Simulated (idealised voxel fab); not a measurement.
Documented hereafter: the process module known as voxel wiring stack.
It is cross-section cut that appears here, measuring 185 nm in width, its square cells being 5 nm in size.
Reading order for cross-sections: top band down to bottom band. Underlying form: a grid of square cells. Band size: one or more rows of cells. Basically the band line says how high the top is and how high the bottom is, in nm, and then what's in it from left to right, every material with its width in nm. Empty space shows up as "blank", and if a single material carries "full width" it runs the full band edge to edge. Where do heights start? At 0: under that level the wafer as delivered is made of one material only. And the lowest band has no floor; it just carries on downward, as in "z 0 and below". With a width like "30 to 40", each row of cells in the band differs from the next by the same amount, the top row carrying the first number and the bottom row the second. You'll sometimes find "same as before" written for a step, and that's the way of saying that nowhere in the cross-section did a cell change during that step. Enclosed voids (no open way to top), threshold 8 cells or more, entry "Fully sealed cavities", notation width x height at distance, distance from left edge, nm. On a step's line, text after the settings is the simulator commenting on that step. The line of a step may include "overlay nm". On a step with a mask, this value is how far to the right of its planned place the mask lay. A negative value means the mask lay to the left.

### Planned process steps
1) RECEIVE: material Si
2) CONFORMAL_DEP: material SiO2, thk nm 15
3) DIRECTIONAL_DEP: material TiN, thk nm 5
4) DIRECTIONAL_DEP: material W, thk nm 15
5) PATTERN: tone cover, mask id METAL_1, material resist, width nm 20, pitch nm 45, thk nm 20, overlay nm 0
6) DIRECTIONAL_ETCH: etch materials W, depth nm 15
7) DIRECTIONAL_ETCH: etch materials TiN, depth nm 5
8) STRIP: etch materials resist
9) CONFORMAL_DEP: material SiN, thk nm 5
10) FILL_DEP: material lowk, thk nm 5
11) CMP: height nm 35
12) CONFORMAL_DEP: material SiCN, thk nm 5
13) DIRECTIONAL_DEP: material SiO2, thk nm 35
14) MASKED_ETCH: tone open, mask id METAL_2, width nm 20, pitch nm 45, etch materials SiO2, depth nm 20, overlay nm 0
15) DIRECTIONAL_DEP: material aC, thk nm 15
16) PATTERN: tone open, mask id METAL_2_HOLES, material resist, width nm 15, pitch nm 45, thk nm 35, overlay nm 0
17) DIRECTIONAL_ETCH: etch materials aC, depth nm 15
18) STRIP: etch materials resist
19) DIRECTIONAL_ETCH: etch materials SiO2, depth nm 15
20) DIRECTIONAL_ETCH: etch materials SiCN, depth nm 5
21) STRIP: etch materials aC
22) CONFORMAL_DEP: material TiN, thk nm 5
23) FILL_DEP: material Cu, thk nm 5
24) CMP: height nm 75
25) CONFORMAL_DEP: material SiCN, thk nm 5
26) DIRECTIONAL_DEP: material lowk, thk nm 10
27) PATTERN: tone open, mask id PLUG_2, material resist, width nm 15, thk nm 20, overlay nm 0
28) DIRECTIONAL_ETCH: etch materials lowk, depth nm 10
29) DIRECTIONAL_ETCH: etch materials SiCN, depth nm 5
30) STRIP: etch materials resist
31) CONFORMAL_DEP: material TiN, thk nm 5
32) FILL_DEP: material W, thk nm 5
33) CMP: height nm 90
34) CONFORMAL_DEP: material SiCN, thk nm 5
35) DIRECTIONAL_DEP: material SiO2, thk nm 25
36) PATTERN: tone open, mask id METAL_3, material resist, width nm 20, pitch nm 45, thk nm 20, overlay nm 0
37) DIRECTIONAL_ETCH: etch materials SiO2, depth nm 25
38) DIRECTIONAL_ETCH: etch materials SiCN, depth nm 5
39) STRIP: etch materials resist
40) CONFORMAL_DEP: material TiN, thk nm 5
41) FILL_DEP: material Cu, thk nm 10
42) CMP: height nm 120
43) CONFORMAL_DEP: material SiCN, thk nm 5
44) DIRECTIONAL_DEP: material lowk, thk nm 10
45) PATTERN: tone open, mask id PLUG_3, material resist, width nm 15, pitch nm 45, thk nm 15, overlay nm 0
46) DIRECTIONAL_ETCH: etch materials lowk, depth nm 10
47) DIRECTIONAL_ETCH: etch materials SiCN, depth nm 5
48) STRIP: etch materials resist
49) EPI: material Ru, thk nm 10
50) EPI: material Ru, thk nm 5
51) DIRECTIONAL_DEP: material TiN, thk nm 5
52) DIRECTIONAL_DEP: material W, thk nm 25
53) MASKED_ETCH: tone cover, mask id METAL_4, width nm 20, pitch nm 45, etch materials W, depth nm 25, overlay nm 0
54) MASKED_ETCH: tone cover, mask id METAL_4, width nm 20, pitch nm 45, etch materials TiN, depth nm 5, overlay nm 0
55) CONFORMAL_DEP: material SiN, thk nm 5
56) FILL_DEP: material SiO2, thk nm 10
57) CMP: height nm 165
58) CONFORMAL_DEP: material SiN, thk nm 5

### Below: the first of two wafers, run as planned

### Cross-sectional view of the wafer in its as-received condition, corresponding to the state after step 1
    z 0 and below = Si full width
    Fully sealed cavities: none

### State of the wafer after step 2, shown in cross-section
    z 15 to 0 = SiO2 full width
    Whatever lies below 0 is exactly as it was before.

### State of the wafer after step 3, shown in cross-section
    z 20 to 15 = TiN full width
    Whatever lies below 15 is exactly as it was before.

### State of the wafer after step 4, shown in cross-section
    z 35 to 20 = W full width
    Whatever lies below 20 is exactly as it was before.

### State of the wafer after step 5, shown in cross-section
    z 55 to 35 = blank (60), resist (20), blank (25), resist (20), blank (60)
    Whatever lies below 35 is exactly as it was before.

### State of the wafer after step 6, shown in cross-section
    z 55 to 35 = blank (60), resist (20), blank (25), resist (20), blank (60)
    z 35 to 20 = blank (60), W (20), blank (25), W (20), blank (60)
    Whatever lies below 20 is exactly as it was before.

### State of the wafer after step 7, shown in cross-section
    z 55 to 35 = blank (60), resist (20), blank (25), resist (20), blank (60)
    z 35 to 20 = blank (60), W (20), blank (25), W (20), blank (60)
    z 20 to 15 = blank (60), TiN (20), blank (25), TiN (20), blank (60)
    Whatever lies below 15 is exactly as it was before.

### State of the wafer after step 8, shown in cross-section
    z 35 to 20 = blank (60), W (20), blank (25), W (20), blank (60)
    Whatever lies below 20 is exactly as it was before.

### State of the wafer after step 9, shown in cross-section
    z 40 to 35 = blank (55), SiN (30), blank (15), SiN (30), blank (55)
    z 35 to 20 = blank (55), SiN (5), W (20), SiN (5), blank (15), SiN (5), W (20), SiN (5), blank (55)
    z 20 to 15 = SiN (60), TiN (20), SiN (25), TiN (20), SiN (60)
    Whatever lies below 15 is exactly as it was before.

### State of the wafer after step 10, shown in cross-section
    z 45 to 40 = lowk full width
    z 40 to 35 = lowk (55), SiN (30), lowk (15), SiN (30), lowk (55)
    z 35 to 20 = lowk (55), SiN (5), W (20), SiN (5), lowk (15), SiN (5), W (20), SiN (5), lowk (55)
    Whatever lies below 20 is exactly as it was before.

### State of the wafer after step 11, shown in cross-section
    z 35 to 20 = lowk (55), SiN (5), W (20), SiN (5), lowk (15), SiN (5), W (20), SiN (5), lowk (55)
    Whatever lies below 20 is exactly as it was before.

### State of the wafer after step 12, shown in cross-section
    z 40 to 35 = SiCN full width
    Whatever lies below 35 is exactly as it was before.

### State of the wafer after step 13, shown in cross-section
    z 75 to 40 = SiO2 full width
    Whatever lies below 40 is exactly as it was before.

### State of the wafer after step 14, shown in cross-section
    z 75 to 55 = SiO2 (60), blank (20), SiO2 (25), blank (20), SiO2 (60)
    Whatever lies below 55 is exactly as it was before.

### State of the wafer after step 15, shown in cross-section
    z 90 to 75 = aC (60), blank (20), aC (25), blank (20), aC (60)
    z 75 to 70 = SiO2 (60), blank (20), SiO2 (25), blank (20), SiO2 (60)
    z 70 to 55 = SiO2 (60), aC (20), SiO2 (25), aC (20), SiO2 (60)
    Whatever lies below 55 is exactly as it was before.

### State of the wafer after step 16, shown in cross-section
    z 125 to 90 = resist (60), blank (15), resist (30), blank (15), resist (65)
    z 90 to 75 = aC (60), blank (15), resist (5), aC (25), blank (15), resist (5), aC (60)
    z 75 to 70 = SiO2 (60), blank (15), resist (5), SiO2 (25), blank (15), resist (5), SiO2 (60)
    Whatever lies below 70 is exactly as it was before.

### State of the wafer after step 17, shown in cross-section
    z 110 to 90 = resist (60), blank (15), resist (30), blank (15), resist (65)
    z 90 to 75 = aC (60), blank (15), resist (5), aC (25), blank (15), resist (5), aC (60)
    z 75 to 70 = SiO2 (60), blank (15), resist (5), SiO2 (25), blank (15), resist (5), SiO2 (60)
    z 70 to 55 = SiO2 (60), blank (15), aC (5), SiO2 (25), blank (15), aC (5), SiO2 (60)
    Whatever lies below 55 is exactly as it was before.

### State of the wafer after step 18, shown in cross-section
    z 90 to 75 = aC (60), blank (20), aC (25), blank (20), aC (60)
    z 75 to 70 = SiO2 (60), blank (20), SiO2 (25), blank (20), SiO2 (60)
    Whatever lies below 70 is exactly as it was before.

### State of the wafer after step 19, shown in cross-section
    z 90 to 75 = aC (60), blank (20), aC (25), blank (20), aC (60)
    z 75 to 70 = SiO2 (60), blank (20), SiO2 (25), blank (20), SiO2 (60)
    z 70 to 55 = SiO2 (60), blank (15), aC (5), SiO2 (25), blank (15), aC (5), SiO2 (60)
    z 55 to 40 = SiO2 (60), blank (15), SiO2 (30), blank (15), SiO2 (65)
    Whatever lies below 40 is exactly as it was before.

### State of the wafer after step 20, shown in cross-section
    z 90 to 75 = aC (60), blank (20), aC (25), blank (20), aC (60)
    z 75 to 70 = SiO2 (60), blank (20), SiO2 (25), blank (20), SiO2 (60)
    z 70 to 55 = SiO2 (60), blank (15), aC (5), SiO2 (25), blank (15), aC (5), SiO2 (60)
    z 55 to 40 = SiO2 (60), blank (15), SiO2 (30), blank (15), SiO2 (65)
    z 40 to 35 = SiCN (60), blank (15), SiCN (30), blank (15), SiCN (65)
    Whatever lies below 35 is exactly as it was before.

### State of the wafer after step 21, shown in cross-section
    z 75 to 55 = SiO2 (60), blank (20), SiO2 (25), blank (20), SiO2 (60)
    Whatever lies below 55 is exactly as it was before.

### State of the wafer after step 22, shown in cross-section
    z 80 to 75 = TiN (65), blank (10), TiN (35), blank (10), TiN (65)
    z 75 to 60 = SiO2 (60), TiN (5), blank (10), TiN (5), SiO2 (25), TiN (5), blank (10), TiN (5), SiO2 (60)
    z 60 to 55 = SiO2 (60), TiN (5), blank (5), TiN (10), SiO2 (25), TiN (5), blank (5), TiN (10), SiO2 (60)
    z 55 to 40 = SiO2 (60), TiN (5), blank (5), TiN (5), SiO2 (30), TiN (5), blank (5), TiN (5), SiO2 (65)
    z 40 to 35 = SiCN (60), TiN (15), SiCN (30), TiN (15), SiCN (65)
    Whatever lies below 35 is exactly as it was before.

### State of the wafer after step 23, shown in cross-section
    z 85 to 80 = Cu full width
    z 80 to 75 = TiN (65), Cu (10), TiN (35), Cu (10), TiN (65)
    z 75 to 60 = SiO2 (60), TiN (5), Cu (10), TiN (5), SiO2 (25), TiN (5), Cu (10), TiN (5), SiO2 (60)
    z 60 to 55 = SiO2 (60), TiN (5), Cu (5), TiN (10), SiO2 (25), TiN (5), Cu (5), TiN (10), SiO2 (60)
    z 55 to 40 = SiO2 (60), TiN (5), Cu (5), TiN (5), SiO2 (30), TiN (5), Cu (5), TiN (5), SiO2 (65)
    Whatever lies below 40 is exactly as it was before.

### State of the wafer after step 24, shown in cross-section
    z 75 to 60 = SiO2 (60), TiN (5), Cu (10), TiN (5), SiO2 (25), TiN (5), Cu (10), TiN (5), SiO2 (60)
    Whatever lies below 60 is exactly as it was before.

### State of the wafer after step 25, shown in cross-section
    z 80 to 75 = SiCN full width
    Whatever lies below 75 is exactly as it was before.

### State of the wafer after step 26, shown in cross-section
    z 90 to 80 = lowk full width
    Whatever lies below 80 is exactly as it was before.

### State of the wafer after step 27, shown in cross-section
    z 110 to 90 = resist (60), blank (15), resist (110)
    Whatever lies below 90 is exactly as it was before.

### State of the wafer after step 28, shown in cross-section
    z 110 to 90 = resist (60), blank (15), resist (110)
    z 90 to 80 = lowk (60), blank (15), lowk (110)
    Whatever lies below 80 is exactly as it was before.

### State of the wafer after step 29, shown in cross-section
    z 110 to 90 = resist (60), blank (15), resist (110)
    z 90 to 80 = lowk (60), blank (15), lowk (110)
    z 80 to 75 = SiCN (60), blank (15), SiCN (110)
    Whatever lies below 75 is exactly as it was before.

### State of the wafer after step 30, shown in cross-section
    z 90 to 80 = lowk (60), blank (15), lowk (110)
    Whatever lies below 80 is exactly as it was before.

### State of the wafer after step 31, shown in cross-section
    z 95 to 90 = TiN (65), blank (5), TiN (115)
    z 90 to 80 = lowk (60), TiN (5), blank (5), TiN (5), lowk (110)
    z 80 to 75 = SiCN (60), TiN (15), SiCN (110)
    Whatever lies below 75 is exactly as it was before.

### State of the wafer after step 32, shown in cross-section
    z 100 to 95 = W full width
    z 95 to 90 = TiN (65), W (5), TiN (115)
    z 90 to 80 = lowk (60), TiN (5), W (5), TiN (5), lowk (110)
    Whatever lies below 80 is exactly as it was before.

### State of the wafer after step 33, shown in cross-section
    z 90 to 80 = lowk (60), TiN (5), W (5), TiN (5), lowk (110)
    Whatever lies below 80 is exactly as it was before.

### State of the wafer after step 34, shown in cross-section
    z 95 to 90 = SiCN full width
    Whatever lies below 90 is exactly as it was before.

### State of the wafer after step 35, shown in cross-section
    z 120 to 95 = SiO2 full width
    Whatever lies below 95 is exactly as it was before.

### State of the wafer after step 36, shown in cross-section
    z 140 to 120 = resist (60), blank (20), resist (25), blank (20), resist (60)
    Whatever lies below 120 is exactly as it was before.

### State of the wafer after step 37, shown in cross-section
    z 140 to 120 = resist (60), blank (20), resist (25), blank (20), resist (60)
    z 120 to 95 = SiO2 (60), blank (20), SiO2 (25), blank (20), SiO2 (60)
    Whatever lies below 95 is exactly as it was before.

### State of the wafer after step 38, shown in cross-section
    z 140 to 120 = resist (60), blank (20), resist (25), blank (20), resist (60)
    z 120 to 95 = SiO2 (60), blank (20), SiO2 (25), blank (20), SiO2 (60)
    z 95 to 90 = SiCN (60), blank (20), SiCN (25), blank (20), SiCN (60)
    Whatever lies below 90 is exactly as it was before.

### State of the wafer after step 39, shown in cross-section
    z 120 to 95 = SiO2 (60), blank (20), SiO2 (25), blank (20), SiO2 (60)
    Whatever lies below 95 is exactly as it was before.

### State of the wafer after step 40, shown in cross-section
    z 125 to 120 = TiN (65), blank (10), TiN (35), blank (10), TiN (65)
    z 120 to 95 = SiO2 (60), TiN (5), blank (10), TiN (5), SiO2 (25), TiN (5), blank (10), TiN (5), SiO2 (60)
    z 95 to 90 = SiCN (60), TiN (20), SiCN (25), TiN (20), SiCN (60)
    Whatever lies below 90 is exactly as it was before.

### State of the wafer after step 41, shown in cross-section
    z 135 to 125 = Cu full width
    z 125 to 120 = TiN (65), Cu (10), TiN (35), Cu (10), TiN (65)
    z 120 to 95 = SiO2 (60), TiN (5), Cu (10), TiN (5), SiO2 (25), TiN (5), Cu (10), TiN (5), SiO2 (60)
    Whatever lies below 95 is exactly as it was before.

### State of the wafer after step 42, shown in cross-section
    z 120 to 95 = SiO2 (60), TiN (5), Cu (10), TiN (5), SiO2 (25), TiN (5), Cu (10), TiN (5), SiO2 (60)
    Whatever lies below 95 is exactly as it was before.

### State of the wafer after step 43, shown in cross-section
    z 125 to 120 = SiCN full width
    Whatever lies below 120 is exactly as it was before.

### State of the wafer after step 44, shown in cross-section
    z 135 to 125 = lowk full width
    Whatever lies below 125 is exactly as it was before.

### State of the wafer after step 45, shown in cross-section
    z 150 to 135 = resist (60), blank (15), resist (30), blank (15), resist (65)
    Whatever lies below 135 is exactly as it was before.

### State of the wafer after step 46, shown in cross-section
    z 150 to 135 = resist (60), blank (15), resist (30), blank (15), resist (65)
    z 135 to 125 = lowk (60), blank (15), lowk (30), blank (15), lowk (65)
    Whatever lies below 125 is exactly as it was before.

### State of the wafer after step 47, shown in cross-section
    z 150 to 135 = resist (60), blank (15), resist (30), blank (15), resist (65)
    z 135 to 125 = lowk (60), blank (15), lowk (30), blank (15), lowk (65)
    z 125 to 120 = SiCN (60), blank (15), SiCN (30), blank (15), SiCN (65)
    Whatever lies below 120 is exactly as it was before.

### State of the wafer after step 48, shown in cross-section
    z 135 to 125 = lowk (60), blank (15), lowk (30), blank (15), lowk (65)
    Whatever lies below 125 is exactly as it was before.

### State of the wafer after step 49, shown in cross-section
    z 135 to 130 = lowk (60), blank (15), lowk (30), blank (15), lowk (65)
    z 130 to 125 = lowk (60), Ru (15), lowk (30), Ru (15), lowk (65)
    z 125 to 120 = SiCN (60), Ru (15), SiCN (30), Ru (15), SiCN (65)
    Whatever lies below 120 is exactly as it was before.

### State of the wafer after step 50, shown in cross-section
    z 135 to 125 = lowk (60), Ru (15), lowk (30), Ru (15), lowk (65)
    Whatever lies below 125 is exactly as it was before.

### State of the wafer after step 51, shown in cross-section
    z 140 to 135 = TiN full width
    Whatever lies below 135 is exactly as it was before.

### State of the wafer after step 52, shown in cross-section
    z 165 to 140 = W full width
    Whatever lies below 140 is exactly as it was before.

### State of the wafer after step 53, shown in cross-section
    z 165 to 140 = blank (60), W (20), blank (25), W (20), blank (60)
    Whatever lies below 140 is exactly as it was before.

### State of the wafer after step 54, shown in cross-section
    z 165 to 140 = blank (60), W (20), blank (25), W (20), blank (60)
    z 140 to 135 = blank (60), TiN (20), blank (25), TiN (20), blank (60)
    Whatever lies below 135 is exactly as it was before.

### State of the wafer after step 55, shown in cross-section
    z 170 to 165 = blank (55), SiN (30), blank (15), SiN (30), blank (55)
    z 165 to 140 = blank (55), SiN (5), W (20), SiN (5), blank (15), SiN (5), W (20), SiN (5), blank (55)
    z 140 to 135 = SiN (60), TiN (20), SiN (25), TiN (20), SiN (60)
    Whatever lies below 135 is exactly as it was before.

### State of the wafer after step 56, shown in cross-section
    z 180 to 170 = SiO2 full width
    z 170 to 165 = SiO2 (55), SiN (30), SiO2 (15), SiN (30), SiO2 (55)
    z 165 to 140 = SiO2 (55), SiN (5), W (20), SiN (5), SiO2 (15), SiN (5), W (20), SiN (5), SiO2 (55)
    Whatever lies below 140 is exactly as it was before.

### State of the wafer after step 57, shown in cross-section
    z 165 to 140 = SiO2 (55), SiN (5), W (20), SiN (5), SiO2 (15), SiN (5), W (20), SiN (5), SiO2 (55)
    Whatever lies below 140 is exactly as it was before.

### State of the wafer after step 58, shown in cross-section
    z 170 to 165 = SiN full width
    Whatever lies below 165 is exactly as it was before.

### For the second wafer, take the first wafer's start and plan, then add one mistake made in running it; everything through step 13, that step included, is shared with the first

### Cross-section, second wafer, at the end time the plan gives for step 14
    z 75 to 55 = blank (60), SiO2 (20), blank (25), SiO2 (20), blank (60)
    Whatever lies below 55 is exactly as it was before.

### Cross-section, second wafer, at the end time the plan gives for step 15
    z 90 to 75 = blank (60), aC (20), blank (25), aC (20), blank (60)
    z 75 to 70 = blank (60), SiO2 (20), blank (25), SiO2 (20), blank (60)
    z 70 to 55 = aC (60), SiO2 (20), aC (25), SiO2 (20), aC (60)
    Whatever lies below 55 is exactly as it was before.

### Cross-section, second wafer, at the end time the plan gives for step 16
    z 125 to 90 = resist (60), blank (15), resist (30), blank (15), resist (65)
    z 90 to 75 = resist (60), aC (20), resist (25), aC (20), resist (60)
    z 75 to 70 = resist (60), SiO2 (20), resist (25), SiO2 (20), resist (60)
    Whatever lies below 70 is exactly as it was before.

### Cross-section, second wafer, at the end time the plan gives for step 17
    z 110 to 90 = resist (60), blank (15), resist (30), blank (15), resist (65)
    z 90 to 75 = resist (60), blank (15), aC (5), resist (25), blank (15), aC (5), resist (60)
    Whatever lies below 75 is exactly as it was before.

### Cross-section, second wafer, at the end time the plan gives for step 18
    z 90 to 75 = blank (75), aC (5), blank (40), aC (5), blank (60)
    z 75 to 70 = blank (60), SiO2 (20), blank (25), SiO2 (20), blank (60)
    Whatever lies below 70 is exactly as it was before.

### Cross-section, second wafer, at the end time the plan gives for step 19
    z 90 to 75 = blank (75), aC (5), blank (40), aC (5), blank (60)
    z 75 to 70 = blank (75), SiO2 (5), blank (40), SiO2 (5), blank (60)
    z 70 to 60 = aC (60), blank (15), SiO2 (5), aC (25), blank (15), SiO2 (5), aC (60)
    Whatever lies below 60 is exactly as it was before.

Cross-section, second wafer, at the end time the plan gives for step 20: same as before

### Cross-section, second wafer, at the end time the plan gives for step 21
    z 75 to 60 = blank (75), SiO2 (5), blank (40), SiO2 (5), blank (60)
    z 60 to 55 = blank (60), SiO2 (20), blank (25), SiO2 (20), blank (60)
    Whatever lies below 55 is exactly as it was before.

### Cross-section, second wafer, at the end time the plan gives for step 22
    z 80 to 75 = blank (70), TiN (15), blank (30), TiN (15), blank (55)
    z 75 to 65 = blank (70), TiN (5), SiO2 (5), TiN (5), blank (30), TiN (5), SiO2 (5), TiN (5), blank (55)
    z 65 to 60 = blank (55), TiN (20), SiO2 (5), TiN (5), blank (15), TiN (20), SiO2 (5), TiN (5), blank (55)
    z 60 to 55 = TiN (60), SiO2 (20), TiN (25), SiO2 (20), TiN (60)
    Whatever lies below 55 is exactly as it was before.

### Cross-section, second wafer, at the end time the plan gives for step 23
    z 85 to 80 = Cu full width
    z 80 to 75 = Cu (70), TiN (15), Cu (30), TiN (15), Cu (55)
    z 75 to 65 = Cu (70), TiN (5), SiO2 (5), TiN (5), Cu (30), TiN (5), SiO2 (5), TiN (5), Cu (55)
    z 65 to 60 = Cu (55), TiN (20), SiO2 (5), TiN (5), Cu (15), TiN (20), SiO2 (5), TiN (5), Cu (55)
    Whatever lies below 60 is exactly as it was before.

### Cross-section, second wafer, at the end time the plan gives for step 24
    z 75 to 65 = Cu (70), TiN (5), SiO2 (5), TiN (5), Cu (30), TiN (5), SiO2 (5), TiN (5), Cu (55)
    Whatever lies below 65 is exactly as it was before.

### Cross-section, second wafer, at the end time the plan gives for step 25
    z 80 to 75 = SiCN full width
    Whatever lies below 75 is exactly as it was before.

### Cross-section, second wafer, at the end time the plan gives for step 26
    z 90 to 80 = lowk full width
    Whatever lies below 80 is exactly as it was before.

### Cross-section, second wafer, at the end time the plan gives for step 27
    z 110 to 90 = resist (60), blank (15), resist (110)
    Whatever lies below 90 is exactly as it was before.

### Cross-section, second wafer, at the end time the plan gives for step 28
    z 110 to 90 = resist (60), blank (15), resist (110)
    z 90 to 80 = lowk (60), blank (15), lowk (110)
    Whatever lies below 80 is exactly as it was before.

### Cross-section, second wafer, at the end time the plan gives for step 29
    z 110 to 90 = resist (60), blank (15), resist (110)
    z 90 to 80 = lowk (60), blank (15), lowk (110)
    z 80 to 75 = SiCN (60), blank (15), SiCN (110)
    Whatever lies below 75 is exactly as it was before.

### Cross-section, second wafer, at the end time the plan gives for step 30
    z 90 to 80 = lowk (60), blank (15), lowk (110)
    Whatever lies below 80 is exactly as it was before.

### Cross-section, second wafer, at the end time the plan gives for step 31
    z 95 to 90 = TiN (65), blank (5), TiN (115)
    z 90 to 80 = lowk (60), TiN (5), blank (5), TiN (5), lowk (110)
    z 80 to 75 = SiCN (60), TiN (15), SiCN (110)
    Whatever lies below 75 is exactly as it was before.

### Cross-section, second wafer, at the end time the plan gives for step 32
    z 100 to 95 = W full width
    z 95 to 90 = TiN (65), W (5), TiN (115)
    z 90 to 80 = lowk (60), TiN (5), W (5), TiN (5), lowk (110)
    Whatever lies below 80 is exactly as it was before.

### Cross-section, second wafer, at the end time the plan gives for step 33
    z 90 to 80 = lowk (60), TiN (5), W (5), TiN (5), lowk (110)
    Whatever lies below 80 is exactly as it was before.

### Cross-section, second wafer, at the end time the plan gives for step 34
    z 95 to 90 = SiCN full width
    Whatever lies below 90 is exactly as it was before.

### Cross-section, second wafer, at the end time the plan gives for step 35
    z 120 to 95 = SiO2 full width
    Whatever lies below 95 is exactly as it was before.

### Cross-section, second wafer, at the end time the plan gives for step 36
    z 140 to 120 = resist (60), blank (20), resist (25), blank (20), resist (60)
    Whatever lies below 120 is exactly as it was before.

### Cross-section, second wafer, at the end time the plan gives for step 37
    z 140 to 120 = resist (60), blank (20), resist (25), blank (20), resist (60)
    z 120 to 95 = SiO2 (60), blank (20), SiO2 (25), blank (20), SiO2 (60)
    Whatever lies below 95 is exactly as it was before.

### Cross-section, second wafer, at the end time the plan gives for step 38
    z 140 to 120 = resist (60), blank (20), resist (25), blank (20), resist (60)
    z 120 to 95 = SiO2 (60), blank (20), SiO2 (25), blank (20), SiO2 (60)
    z 95 to 90 = SiCN (60), blank (20), SiCN (25), blank (20), SiCN (60)
    Whatever lies below 90 is exactly as it was before.

### Cross-section, second wafer, at the end time the plan gives for step 39
    z 120 to 95 = SiO2 (60), blank (20), SiO2 (25), blank (20), SiO2 (60)
    Whatever lies below 95 is exactly as it was before.

### Cross-section, second wafer, at the end time the plan gives for step 40
    z 125 to 120 = TiN (65), blank (10), TiN (35), blank (10), TiN (65)
    z 120 to 95 = SiO2 (60), TiN (5), blank (10), TiN (5), SiO2 (25), TiN (5), blank (10), TiN (5), SiO2 (60)
    z 95 to 90 = SiCN (60), TiN (20), SiCN (25), TiN (20), SiCN (60)
    Whatever lies below 90 is exactly as it was before.

### Cross-section, second wafer, at the end time the plan gives for step 41
    z 135 to 125 = Cu full width
    z 125 to 120 = TiN (65), Cu (10), TiN (35), Cu (10), TiN (65)
    z 120 to 95 = SiO2 (60), TiN (5), Cu (10), TiN (5), SiO2 (25), TiN (5), Cu (10), TiN (5), SiO2 (60)
    Whatever lies below 95 is exactly as it was before.

### Cross-section, second wafer, at the end time the plan gives for step 42
    z 120 to 95 = SiO2 (60), TiN (5), Cu (10), TiN (5), SiO2 (25), TiN (5), Cu (10), TiN (5), SiO2 (60)
    Whatever lies below 95 is exactly as it was before.

### Cross-section, second wafer, at the end time the plan gives for step 43
    z 125 to 120 = SiCN full width
    Whatever lies below 120 is exactly as it was before.

### Cross-section, second wafer, at the end time the plan gives for step 44
    z 135 to 125 = lowk full width
    Whatever lies below 125 is exactly as it was before.

### Cross-section, second wafer, at the end time the plan gives for step 45
    z 150 to 135 = resist (60), blank (15), resist (30), blank (15), resist (65)
    Whatever lies below 135 is exactly as it was before.

### Cross-section, second wafer, at the end time the plan gives for step 46
    z 150 to 135 = resist (60), blank (15), resist (30), blank (15), resist (65)
    z 135 to 125 = lowk (60), blank (15), lowk (30), blank (15), lowk (65)
    Whatever lies below 125 is exactly as it was before.

### Cross-section, second wafer, at the end time the plan gives for step 47
    z 150 to 135 = resist (60), blank (15), resist (30), blank (15), resist (65)
    z 135 to 125 = lowk (60), blank (15), lowk (30), blank (15), lowk (65)
    z 125 to 120 = SiCN (60), blank (15), SiCN (30), blank (15), SiCN (65)
    Whatever lies below 120 is exactly as it was before.

### Cross-section, second wafer, at the end time the plan gives for step 48
    z 135 to 125 = lowk (60), blank (15), lowk (30), blank (15), lowk (65)
    Whatever lies below 125 is exactly as it was before.

### Cross-section, second wafer, at the end time the plan gives for step 49
    z 135 to 130 = lowk (60), blank (15), lowk (30), blank (15), lowk (65)
    z 130 to 125 = lowk (60), Ru (15), lowk (30), Ru (15), lowk (65)
    z 125 to 120 = SiCN (60), Ru (15), SiCN (30), Ru (15), SiCN (65)
    Whatever lies below 120 is exactly as it was before.

### Cross-section, second wafer, at the end time the plan gives for step 50
    z 135 to 125 = lowk (60), Ru (15), lowk (30), Ru (15), lowk (65)
    Whatever lies below 125 is exactly as it was before.

### Cross-section, second wafer, at the end time the plan gives for step 51
    z 140 to 135 = TiN full width
    Whatever lies below 135 is exactly as it was before.

### Cross-section, second wafer, at the end time the plan gives for step 52
    z 165 to 140 = W full width
    Whatever lies below 140 is exactly as it was before.

### Cross-section, second wafer, at the end time the plan gives for step 53
    z 165 to 140 = blank (60), W (20), blank (25), W (20), blank (60)
    Whatever lies below 140 is exactly as it was before.

### Cross-section, second wafer, at the end time the plan gives for step 54
    z 165 to 140 = blank (60), W (20), blank (25), W (20), blank (60)
    z 140 to 135 = blank (60), TiN (20), blank (25), TiN (20), blank (60)
    Whatever lies below 135 is exactly as it was before.

### Cross-section, second wafer, at the end time the plan gives for step 55
    z 170 to 165 = blank (55), SiN (30), blank (15), SiN (30), blank (55)
    z 165 to 140 = blank (55), SiN (5), W (20), SiN (5), blank (15), SiN (5), W (20), SiN (5), blank (55)
    z 140 to 135 = SiN (60), TiN (20), SiN (25), TiN (20), SiN (60)
    Whatever lies below 135 is exactly as it was before.

### Cross-section, second wafer, at the end time the plan gives for step 56
    z 180 to 170 = SiO2 full width
    z 170 to 165 = SiO2 (55), SiN (30), SiO2 (15), SiN (30), SiO2 (55)
    z 165 to 140 = SiO2 (55), SiN (5), W (20), SiN (5), SiO2 (15), SiN (5), W (20), SiN (5), SiO2 (55)
    Whatever lies below 140 is exactly as it was before.

### Cross-section, second wafer, at the end time the plan gives for step 57
    z 165 to 140 = SiO2 (55), SiN (5), W (20), SiN (5), SiO2 (15), SiN (5), W (20), SiN (5), SiO2 (55)
    Whatever lies below 140 is exactly as it was before.

### Cross-section, second wafer, at the end time the plan gives for step 58
    z 170 to 165 = SiN full width
    Whatever lies below 165 is exactly as it was before.
Nonconformance to the process plan: step 14 off recipe, ran as MASKED_ETCH: tone cover, mask id METAL_2, width nm 20, pitch nm 45, etch materials SiO2, depth nm 20, overlay nm 0
The closing comparison, in cells, has the second wafer with more or fewer of some materials than the first: +67 Cu | +6 SiCN | -84 SiO2 | +11 TiN
